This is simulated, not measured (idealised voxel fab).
voxel trench capacitor: a process module
Cross-section cut spans 280 nm and uses square cells 5 nm in size.
A cross-section in this document is a grid of square cells, and it is written down as bands, the top band listed before the ones below it; a band is made up of one or more rows of cells. Basically the band line says how high the top is and how high the bottom is, in nm, and then what's in it from left to right, every material with its width in nm. Empty space shows up as "air", and if a single material carries "everywhere" it runs the full band edge to edge. Heads up on the height convention: 0 is the point under which the incoming wafer is all one material, and the lowest band has no bottom, it just keeps going down, like "0 -> down". The two numbers in a width such as "30 to 40" mark its ends across the band: the first belongs to the top row of cells, the second to the bottom row, and from each row to the next the width moves by the same amount. Basically "remained unchanged" means that step didn't change any cell in the cross-section. Any empty space of 8 cells or more lacking an open way to the top shows up in "Enclosed void entries" as width x height at distance, distance from the left edge, in nm. It should be noted that, on the line of a given step, the content following the step's settings is a remark produced by the simulator itself with respect to that step. On any step carrying a mask, the "overlay nm" setting, if present on the step's line, tells how far right of its planned place the mask lay; negative values point to the left.
Set out below are the planned steps of the process:
1 RECEIVE (material Si)
2 CONFORMAL_DEP (material SiN; thk nm 5)
3 PATTERN (tone open; mask id TRENCH; material resist; width nm 25; pitch nm 55; thk nm 15; overlay nm 0)
4 DIRECTIONAL_ETCH (etch materials SiN; depth nm 5)
5 DIRECTIONAL_ETCH (etch materials Si; depth nm 25)
6 STRIP (etch materials resist)
7 CONFORMAL_DEP (material Al2O3; thk nm 5)
8 FILL_DEP (material polySi; thk nm 5)
9 CMP (height nm 5)
The following pertains to the first of two wafers, which was processed as planned:
As received (post step 1): cross-section:
0 -> down = Si everywhere
Enclosed void entries: none
The wafer, seen in cross-section, after step 2:
5 -> 0 = SiN everywhere
No changes below 0.
The wafer, seen in cross-section, after step 3:
20 -> 5 = resist 100  air 25  resist 30  air 25  resist 100
No changes below 5.
The wafer, seen in cross-section, after step 4:
20 -> 5 = resist 100  air 25  resist 30  air 25  resist 100
5 -> 0 = SiN 100  air 25  SiN 30  air 25  SiN 100
No changes below 0.
The wafer, seen in cross-section, after step 5:
20 -> 5 = resist 100  air 25  resist 30  air 25  resist 100
5 -> 0 = SiN 100  air 25  SiN 30  air 25  SiN 100
0 -> -25 = Si 100  air 25  Si 30  air 25  Si 100
No changes below -25.
The wafer, seen in cross-section, after step 6:
5 -> 0 = SiN 100  air 25  SiN 30  air 25  SiN 100
No changes below 0.
The wafer, seen in cross-section, after step 7:
10 -> 5 = Al2O3 105  air 15  Al2O3 40  air 15  Al2O3 105
5 -> 0 = SiN 100  Al2O3 5  air 15  Al2O3 5  SiN 30  Al2O3 5  air 15  Al2O3 5  SiN 100
0 -> -20 = Si 100  Al2O3 5  air 15  Al2O3 5  Si 30  Al2O3 5  air 15  Al2O3 5  Si 100
-20 -> -25 = Si 100  Al2O3 25  Si 30  Al2O3 25  Si 100
No changes below -25.
The wafer, seen in cross-section, after step 8:
15 -> 10 = polySi everywhere
10 -> 5 = Al2O3 105  polySi 15  Al2O3 40  polySi 15  Al2O3 105
5 -> 0 = SiN 100  Al2O3 5  polySi 15  Al2O3 5  SiN 30  Al2O3 5  polySi 15  Al2O3 5  SiN 100
0 -> -20 = Si 100  Al2O3 5  polySi 15  Al2O3 5  Si 30  Al2O3 5  polySi 15  Al2O3 5  Si 100
No changes below -20.
The wafer, seen in cross-section, after step 9:
5 -> 0 = SiN 100  Al2O3 5  polySi 15  Al2O3 5  SiN 30  Al2O3 5  polySi 15  Al2O3 5  SiN 100
No changes below 0.
It is to be noted that the second wafer proceeded from the same initial state and according to the same plan as the first, although one mistake was committed in its execution; through step 4, inclusive, the two wafers share an identical history:
What the second wafer looks like in cross-section when step 5 should have wrapped up:
5 -> 0 = SiN 100  air 25  SiN 30  air 25  SiN 100
No changes below 0.
What the second wafer looks like in cross-section when step 6 should have wrapped up:
5 -> 0 = SiN 100  air 25  SiN 30  air 25  SiN 100
0 -> -25 = Si 100  air 25  Si 30  air 25  Si 100
No changes below -25.
What the second wafer looks like in cross-section when step 7 should have wrapped up:
10 -> 5 = Al2O3 105  air 15  Al2O3 40  air 15  Al2O3 105
5 -> 0 = SiN 100  Al2O3 5  air 15  Al2O3 5  SiN 30  Al2O3 5  air 15  Al2O3 5  SiN 100
0 -> -20 = Si 100  Al2O3 5  air 15  Al2O3 5  Si 30  Al2O3 5  air 15  Al2O3 5  Si 100
-20 -> -25 = Si 100  Al2O3 25  Si 30  Al2O3 25  Si 100
No changes below -25.
What the second wafer looks like in cross-section when step 8 should have wrapped up:
15 -> 10 = polySi everywhere
10 -> 5 = Al2O3 105  polySi 15  Al2O3 40  polySi 15  Al2O3 105
5 -> 0 = SiN 100  Al2O3 5  polySi 15  Al2O3 5  SiN 30  Al2O3 5  polySi 15  Al2O3 5  SiN 100
0 -> -20 = Si 100  Al2O3 5  polySi 15  Al2O3 5  Si 30  Al2O3 5  polySi 15  Al2O3 5  Si 100
No changes below -20.
What the second wafer looks like in cross-section when step 9 should have wrapped up:
5 -> 0 = SiN 100  Al2O3 5  polySi 15  Al2O3 5  SiN 30  Al2O3 5  polySi 15  Al2O3 5  SiN 100
No changes below 0.
Diagnosis: plan steps 5 and 6 run swapped
The mistake has no effect on what this model computes, because the two wafers end with the same cross-section.
